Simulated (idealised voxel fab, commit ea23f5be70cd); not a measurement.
voxel ribs on slabs: a process module
We display cut, a cross-section 190 nm in width whose square cells are each 5 nm.
When this document writes out a cross-section, it uses a grid of square cells and lists it as bands, beginning at the top and moving down, with a band standing for one or more rows of cells.
For a band, the entry starts with two heights in nm, that of the top and then that of the bottom, and carries on with the band's materials in order from left to right, each alongside its width in nm; the word "full width" beside a single material means it fills the band edge to edge, and "empty" means empty space.
Zero point of the height axis is 0; under it, received wafer = one material. Lowest band: continues down indefinitely, "0 -> down".
Width: "30..40" (first number = top row, second number = bottom row, same change from row to row of cells).
"remained unchanged", as given for a step, is the statement that not any cell of the cross-section underwent a change during that step.
Empty spaces counting at least 8 cells and having no open way to the top are listed in "Sealed internal cavities". The notation width x height at distance is used for each, the distance being from the left edge and all three values in nm.
That trailing text on a step's line, after the settings, is the simulator's own remark on the step.
On any step carrying a mask, the "overlay nm" setting, if present on the step's line, tells how far right of its planned place the mask lay; negative values point to the left.

Planned process steps:
1 RECEIVE, material Si
2 DIRECTIONAL_DEP, material SiO2, thk nm 20
3 DIRECTIONAL_DEP, material polySi, thk nm 25
4 DIRECTIONAL_DEP, material aC, thk nm 10
5 PATTERN, tone cover, mask id RIB, material resist, width nm 15, thk nm 25, overlay nm 0
6 DIRECTIONAL_ETCH, etch materials aC, depth nm 10
7 STRIP, etch materials resist
8 DIRECTIONAL_ETCH, etch materials polySi, depth nm 10
9 STRIP, etch materials aC
10 PATTERN, tone cover, mask id SLAB, material resist, width nm 75, thk nm 20, overlay nm 0
11 DIRECTIONAL_ETCH, etch materials polySi, depth nm 15
12 STRIP, etch materials resist
13 FILL_DEP, material SiO2, thk nm 25
14 CMP, height nm 65
15 DIRECTIONAL_DEP, material W, thk nm 5
16 MASKED_ETCH, tone cover, mask id HEATER, width nm 35, etch materials W, depth nm 5, overlay nm 0
17 CONFORMAL_DEP, material SiN, thk nm 5
Wafers differ in width nm at step 5; plan lists the first wafer's value; identical starting state.

Here's the first of the wafers in cross-section, just as we got it, i.e. after step 1:
> 0 -> down | Si full width
> Sealed internal cavities: none

First of several wafers: cross-section at the end of the module, after step 17, its last step:
> 75 -> 70 | 70 empty  45 SiN  75 empty
> 70 -> 65 | 75 SiN  35 W  80 SiN
> 65 -> 45 | SiO2 full width
> 45 -> 35 | 85 SiO2  15 polySi  90 SiO2
> 35 -> 20 | 55 SiO2  75 polySi  60 SiO2
> 20 -> 0 | SiO2 full width
> 0 -> down | Si full width
> Sealed internal cavities: none

Wafer cross-section (last wafer, module end):
> 75 -> 70 | 70 empty  45 SiN  75 empty
> 70 -> 65 | 75 SiN  35 W  80 SiN
> 65 -> 45 | SiO2 full width
> 45 -> 35 | 75 SiO2  40 polySi  75 SiO2
> 35 -> 20 | 55 SiO2  75 polySi  60 SiO2
> 20 -> 0 | SiO2 full width
> 0 -> down | Si full width
> Sealed internal cavities: none

Wafer rows; end of module; cells per material since receipt: (+) gained, (-) lost; then closed voids:
width nm 15, +40 SiN, +443 SiO2, +7 W, +51 polySi, Sealed internal cavities: none
width nm 20, +40 SiN, +441 SiO2, +7 W, +53 polySi, Sealed internal cavities: none
width nm 25, +40 SiN, +439 SiO2, +7 W, +55 polySi, Sealed internal cavities: none
width nm 30, +40 SiN, +437 SiO2, +7 W, +57 polySi, Sealed internal cavities: none
width nm 35, +40 SiN, +435 SiO2, +7 W, +59 polySi, Sealed internal cavities: none
width nm 40, +40 SiN, +433 SiO2, +7 W, +61 polySi, Sealed internal cavities: none
